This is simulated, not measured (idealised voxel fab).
Process module heading - voxel air gaps
The width of the displayed cross-section, cut, is 290 nm; its cells are square, with a size of 5 nm.
Throughout this document, each cross-section is represented as a grid of square cells and is presented as a sequence of bands enumerated from the top downward, where a band comprises one or more rows of cells.
Band: top height; bottom height; in nm. Then, left to right: material with width in nm, for each material. "everywhere": a single material spanning edge to edge. "air": empty space.
Note: height 0 marks the level under which the wafer is uniformly one material as received. Lowest band unbounded below, written "0 and below".
Quick explanation for "30 to 40": the width changes in equal steps down the rows of cells, from the first number in the band's top row to the second number in its bottom row.
Basically "nothing different" means that step didn't change any cell in the cross-section.
Voids not open to the top, 8 cells minimum: see "Voids lacking openings". Written width x height at distance; distance is from the left edge; nm.
Step line, after settings: the simulator's comment on this step.
Each step line may optionally specify "overlay nm", which for a step with a mask gives the rightward distance between the mask's planned place and where it lay, a negative value indicating the leftward direction.

-- The planned process steps are enumerated hereunder
1. op RECEIVE | material Si
2. op CONFORMAL_DEP | material SiO2 | thk nm 15
3. op CONFORMAL_DEP | material SiN | thk nm 5
4. op DIRECTIONAL_DEP | material SiO2 | thk nm 30
5. op DIRECTIONAL_DEP | material aC | thk nm 10
6. op PATTERN | tone open | mask id LINES | material resist | width nm 15 | pitch nm 45 | thk nm 30 | overlay nm 0
7. op DIRECTIONAL_ETCH | etch materials aC | depth nm 10
8. op STRIP | etch materials resist
9. op DIRECTIONAL_ETCH | etch materials SiO2 | depth nm 30
10. op STRIP | etch materials aC
11. op CONFORMAL_DEP | material TiN | thk nm 5
12. op FILL_DEP | material Ru | thk nm 10
13. op CMP | height nm 50
14. op EPI | material Ru | thk nm 10
15. op SELECTIVE_ETCH | etch materials SiO2 | depth nm 40
16. op CONFORMAL_DEP | material SiN | thk nm 5

-- Delivered wafer in cross-section: state after step 1
    0 and below: Si everywhere
    Voids lacking openings: none

-- This is how the wafer looks in cross-section once the module is done, given the starting state and plan above and one mistake in carrying the plan out
    60 down to 50: 60 air; 35 Ru; 10 air; 35 Ru; 10 air; 35 Ru; 10 air; 35 Ru; 60 air
    50 down to 25: 70 air; 5 TiN; 5 Ru; 5 TiN; 30 air; 5 TiN; 5 Ru; 5 TiN; 30 air; 5 TiN; 5 Ru; 5 TiN; 30 air; 5 TiN; 5 Ru; 5 TiN; 70 air
    25 down to 20: 70 air; 15 TiN; 30 air; 15 TiN; 30 air; 15 TiN; 30 air; 15 TiN; 70 air
    20 down to 15: SiN everywhere
    15 down to 0: SiO2 everywhere
    0 and below: Si everywhere
    Voids lacking openings: none
Deviation from plan: step 16 of the plan was omitted and not executed
